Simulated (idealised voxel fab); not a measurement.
Proc. module: voxel wiring stack
220 nm wide, 5 nm square cells: that's cross-section cut.
For the purposes of this document, a cross-section shall be understood as a grid of square cells, specified as bands listed in top-to-bottom order, each band consisting of one or more rows of cells. Basically the band line says how high the top is and how high the bottom is, in nm, and then what's in it from left to right, every material with its width in nm. Empty space shows up as "air", and if a single material carries "edge to edge" it runs the full band edge to edge. Where do heights start? At 0: under that level the wafer as delivered is made of one material only. And the lowest band has no floor; it just carries on downward, as in "0 nm and below". Width spec "30..40" -> top row of cells at first value, bottom row at second value, equal per-row change in between. Where a step carries "nothing got changed", the cross-section came out of it unchanged, cell for cell. Entry "Closed voids list" = empty spaces >= 8 cells with no open way to the top; each as width x height at distance, distance from left edge, all nm. If you see something after the settings on a step's line, that's the simulator's own remark about that step. "overlay nm" answers the question of how far to the right of plan the mask lay on a step that has a mask, and when it is negative the answer is to the left.

## Process steps - plan
1. op RECEIVE | material Si
2. op CONFORMAL_DEP | material SiO2 | thk nm 10
3. op CONFORMAL_DEP | material SiN | thk nm 5
4. op DIRECTIONAL_DEP | material lowk | thk nm 20
5. op MASKED_ETCH | tone open | mask id METAL_1 | width nm 30 | pitch nm 50 | etch materials lowk | depth nm 20 | overlay nm 0
6. op MASKED_ETCH | tone open | mask id METAL_1 | width nm 30 | pitch nm 50 | etch materials SiN | depth nm 5 | overlay nm 0
7. op CONFORMAL_DEP | material TiN | thk nm 5
8. op FILL_DEP | material Cu | thk nm 10
9. op CMP | height nm 35
10. op EPI | material Ru | thk nm 5
11. op FILL_DEP | material SiCN | thk nm 5
12. op DIRECTIONAL_DEP | material lowk | thk nm 20
13. op MASKED_ETCH | tone open | mask id PLUG_1 | width nm 15 | etch materials lowk | depth nm 20 | overlay nm 0
14. op MASKED_ETCH | tone open | mask id PLUG_1 | width nm 15 | etch materials SiCN | depth nm 5 | overlay nm 0
15. op EPI | material Ru | thk nm 10
16. op EPI | material Ru | thk nm 10
17. op EPI | material Ru | thk nm 5
18. op CONFORMAL_DEP | material SiN | thk nm 5
19. op DIRECTIONAL_DEP | material lowk | thk nm 25
20. op MASKED_ETCH | tone open | mask id METAL_2 | width nm 30 | pitch nm 50 | etch materials lowk | depth nm 25 | overlay nm 0
21. op MASKED_ETCH | tone open | mask id METAL_2 | width nm 30 | pitch nm 50 | etch materials SiN | depth nm 5 | overlay nm 0
22. op CONFORMAL_DEP | material TiN | thk nm 5
23. op FILL_DEP | material W | thk nm 10
24. op CMP | height nm 95
25. op CONFORMAL_DEP | material SiCN | thk nm 5
26. op DIRECTIONAL_DEP | material SiO2 | thk nm 15
27. op PATTERN | tone open | mask id PLUG_2 | material resist | width nm 15 | pitch nm 50 | thk nm 20 | overlay nm 0
28. op DIRECTIONAL_ETCH | etch materials SiO2 | depth nm 15
29. op DIRECTIONAL_ETCH | etch materials SiCN | depth nm 5
30. op STRIP | etch materials resist
31. op EPI | material Ru | thk nm 10
32. op EPI | material Ru | thk nm 10
33. op CONFORMAL_DEP | material SiCN | thk nm 5
34. op DIRECTIONAL_DEP | material SiO2 | thk nm 15
35. op MASKED_ETCH | tone open | mask id METAL_3 | width nm 30 | pitch nm 50 | etch materials SiO2 | depth nm 15 | overlay nm 0
36. op MASKED_ETCH | tone open | mask id METAL_3 | width nm 30 | pitch nm 50 | etch materials SiCN | depth nm 5 | overlay nm 0
37. op CONFORMAL_DEP | material TiN | thk nm 5
38. op FILL_DEP | material W | thk nm 5
39. op CMP | height nm 135
40. op EPI | material Ru | thk nm 5
41. op FILL_DEP | material SiCN | thk nm 5
42. op DIRECTIONAL_DEP | material SiO2 | thk nm 10
43. op MASKED_ETCH | tone open | mask id PLUG_3 | width nm 15 | pitch nm 50 | etch materials SiO2 | depth nm 10 | overlay nm 0
44. op MASKED_ETCH | tone open | mask id PLUG_3 | width nm 15 | pitch nm 50 | etch materials SiCN | depth nm 5 | overlay nm 0
45. op EPI | material Ru | thk nm 10
46. op EPI | material Ru | thk nm 5
47. op CONFORMAL_DEP | material SiCN | thk nm 5
48. op DIRECTIONAL_DEP | material lowk | thk nm 15
49. op MASKED_ETCH | tone open | mask id METAL_4 | width nm 30 | pitch nm 50 | etch materials lowk | depth nm 15 | overlay nm 0
50. op MASKED_ETCH | tone open | mask id METAL_4 | width nm 30 | pitch nm 50 | etch materials SiCN | depth nm 5 | overlay nm 0
51. op CONFORMAL_DEP | material TiN | thk nm 5
52. op FILL_DEP | material W | thk nm 10
53. op CMP | height nm 175
54. op CONFORMAL_DEP | material SiCN | thk nm 5

## Cross-section of the wafer at receipt, which is the condition after step 1
  0 nm and below  Si edge to edge
  Closed voids list: none

## Run as planned - first of the two wafers cross-sectioned at the end of the module
  180 nm to 175 nm  SiCN edge to edge
  175 nm to 160 nm  lowk: 70  TiN: 5  W: 20  TiN: 5  lowk: 20  TiN: 5  W: 20  TiN: 5  lowk: 70
  160 nm to 155 nm  SiCN: 70  TiN: 30  SiCN: 20  TiN: 30  SiCN: 70
  155 nm to 145 nm  SiO2: 70  Ru: 15  SiO2: 35  Ru: 15  SiO2: 85
  145 nm to 135 nm  SiCN: 70..65  Ru: 15..40  SiCN: 35..10  Ru: 15..40  SiCN: 85..65
  135 nm to 120 nm  SiO2: 70  TiN: 5  W: 20  TiN: 5  SiO2: 20  TiN: 5  W: 20  TiN: 5  SiO2: 70
  120 nm to 115 nm  SiCN: 70  TiN: 30  SiCN: 20  TiN: 30  SiCN: 70
  115 nm to 100 nm  SiO2: 70  Ru: 15  SiO2: 35  Ru: 15  SiO2: 85
  100 nm to 95 nm  SiCN: 70  Ru: 15  SiCN: 35  Ru: 15  SiCN: 85
  95 nm to 70 nm  lowk: 70  TiN: 5  W: 20  TiN: 5  lowk: 20  TiN: 5  W: 20  TiN: 5  lowk: 70
  70 nm to 65 nm  SiN: 70  TiN: 30  SiN: 20  TiN: 30  SiN: 70
  65 nm to 45 nm  lowk: 70  Ru: 15  lowk: 135
  45 nm to 40 nm  SiCN: 70  Ru: 15  SiCN: 135
  40 nm to 35 nm  SiCN: 65  Ru: 40  SiCN: 10  Ru: 40  SiCN: 65
  35 nm to 15 nm  lowk: 70  TiN: 5  Cu: 20  TiN: 5  lowk: 20  TiN: 5  Cu: 20  TiN: 5  lowk: 70
  15 nm to 10 nm  SiN: 70  TiN: 30  SiN: 20  TiN: 30  SiN: 70
  10 nm to 0 nm  SiO2 edge to edge
  0 nm and below  Si edge to edge
  Closed voids list: none

## Second wafer of the two, sectioned at the end of the module. It began like the first and followed the same plan, but one mistake was made while running it
  180 nm to 175 nm  SiCN edge to edge
  175 nm to 160 nm  lowk: 70  TiN: 5  W: 20  TiN: 5  lowk: 20  TiN: 5  W: 20  TiN: 5  lowk: 70
  160 nm to 150 nm  SiCN: 70..75  TiN: 30..5  SiCN: 20..45  TiN: 30..5  SiCN: 70..90
  150 nm to 145 nm  SiCN: 65  SiO2: 40  SiCN: 10  SiO2: 40  SiCN: 65
  145 nm to 140 nm  SiO2 edge to edge
  140 nm to 135 nm  SiO2: 65  Ru: 40  SiO2: 10  Ru: 40  SiO2: 65
  135 nm to 120 nm  SiO2: 70  TiN: 5  W: 20  TiN: 5  SiO2: 20  TiN: 5  W: 20  TiN: 5  SiO2: 70
  120 nm to 115 nm  SiCN: 70  TiN: 30  SiCN: 20  TiN: 30  SiCN: 70
  115 nm to 100 nm  SiO2: 70  Ru: 15  SiO2: 35  Ru: 15  SiO2: 85
  100 nm to 95 nm  SiCN: 70  Ru: 15  SiCN: 35  Ru: 15  SiCN: 85
  95 nm to 70 nm  lowk: 70  TiN: 5  W: 20  TiN: 5  lowk: 20  TiN: 5  W: 20  TiN: 5  lowk: 70
  70 nm to 65 nm  SiN: 70  TiN: 30  SiN: 20  TiN: 30  SiN: 70
  65 nm to 45 nm  lowk: 70  Ru: 15  lowk: 135
  45 nm to 40 nm  SiCN: 70  Ru: 15  SiCN: 135
  40 nm to 35 nm  SiCN: 65  Ru: 40  SiCN: 10  Ru: 40  SiCN: 65
  35 nm to 15 nm  lowk: 70  TiN: 5  Cu: 20  TiN: 5  lowk: 20  TiN: 5  Cu: 20  TiN: 5  lowk: 70
  15 nm to 10 nm  SiN: 70  TiN: 30  SiN: 20  TiN: 30  SiN: 70
  10 nm to 0 nm  SiO2 edge to edge
  0 nm and below  Si edge to edge
  Closed voids list: none
Want to know what went wrong? swap of plan steps 41 and 42 during execution
Count the cells at the end and the second wafer has more or fewer of some materials than the first: Ru: 18 fewer, SiCN: 4 more, SiO2: 12 more, TiN: 2 more
